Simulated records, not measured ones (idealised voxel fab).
Proc. module: voxel wiring stack
The cross-section on display is named cut; it measures 160 nm wide, and its cells are 5 nm squares.
Cross-sections here: square-cell grids, written as top-down lists of bands, a band being one or more rows of cells. Each band's line starts with the height of the band's top and of its bottom, in nm. Then come its materials from left to right, each with its width in nm. One material with "everywhere" fills the band from edge to edge. "air" is empty space. Basically, 0 is our baseline, since under it the wafer straight out of the box is all one material. The bottom band has no lower end and keeps on going down, so it looks like "0 and below". It should be noted that a width expressed as "30->40" varies in equal increments from row to row of cells within the band, taking the value of the first number at the top row and that of the second number at the bottom row. When a step is marked "all unchanged", none of the cells in the cross-section changed during that step. Closed-off voids of 8+ cells (no open route to the top) go in "Completely enclosed voids", written width x height at distance from the left edge, in nm. Anything after a step's settings on that line? It's the simulator's own note about the step. A step's line can hold "overlay nm"; with a mask on that step, the setting says how far right of the planned place the mask lay, while a negative setting says it lay to the left.

The steps planned for the process are as follows
1 RECEIVE [material Si]
2 CONFORMAL_DEP [material SiO2] [thk nm 15]
3 DIRECTIONAL_DEP [material TiN] [thk nm 5]
4 DIRECTIONAL_DEP [material W] [thk nm 25]
5 PATTERN [tone cover] [mask id METAL_1] [material resist] [width nm 20] [pitch nm 40] [thk nm 20] [overlay nm 0]
6 DIRECTIONAL_ETCH [etch materials W] [depth nm 25]
7 DIRECTIONAL_ETCH [etch materials TiN] [depth nm 5]
8 STRIP [etch materials resist]
9 FILL_DEP [material lowk] [thk nm 10]
10 CMP [height nm 45]
11 CONFORMAL_DEP [material SiCN] [thk nm 5]
12 DIRECTIONAL_DEP [material lowk] [thk nm 30]
13 DIRECTIONAL_DEP [material aC] [thk nm 15]
14 PATTERN [tone open] [mask id METAL_2] [material resist] [width nm 20] [pitch nm 40] [thk nm 30] [overlay nm 0]
15 DIRECTIONAL_ETCH [etch materials aC] [depth nm 15]
16 STRIP [etch materials resist]
17 DIRECTIONAL_ETCH [etch materials lowk] [depth nm 15]
18 STRIP [etch materials aC]
19 MASKED_ETCH [tone open] [mask id METAL_2_HOLES] [width nm 15] [pitch nm 40] [etch materials lowk] [depth nm 15] [overlay nm 0]
20 MASKED_ETCH [tone open] [mask id METAL_2_HOLES] [width nm 15] [pitch nm 40] [etch materials SiCN] [depth nm 5] [overlay nm 0]
21 CONFORMAL_DEP [material TiN] [thk nm 5]
22 FILL_DEP [material Cu] [thk nm 10]
23 CMP [height nm 80]
24 CONFORMAL_DEP [material SiN] [thk nm 5]

Cross-section, incoming material, after step 1
    0 and below = Si everywhere
    Completely enclosed voids: none

The plan above was carried out on the starting structure above with one mistake, and this cross-section shows the wafer at the end of the module
    85 down to 80 = SiN everywhere
    80 down to 70 = lowk 50 nm | TiN 5 nm | Cu 5 nm | TiN 5 nm | lowk 25 nm | TiN 5 nm | Cu 5 nm | TiN 5 nm | lowk 55 nm
    70 down to 65 = lowk 50 nm | TiN 15 nm | lowk 25 nm | TiN 15 nm | lowk 55 nm
    65 down to 50 = aC everywhere
    50 down to 45 = SiCN everywhere
    45 down to 20 = lowk 50 nm | W 20 nm | lowk 20 nm | W 20 nm | lowk 50 nm
    20 down to 15 = lowk 50 nm | TiN 20 nm | lowk 20 nm | TiN 20 nm | lowk 50 nm
    15 down to 0 = SiO2 everywhere
    0 and below = Si everywhere
    Completely enclosed voids: none
Run error: steps 12 and 13 were swapped
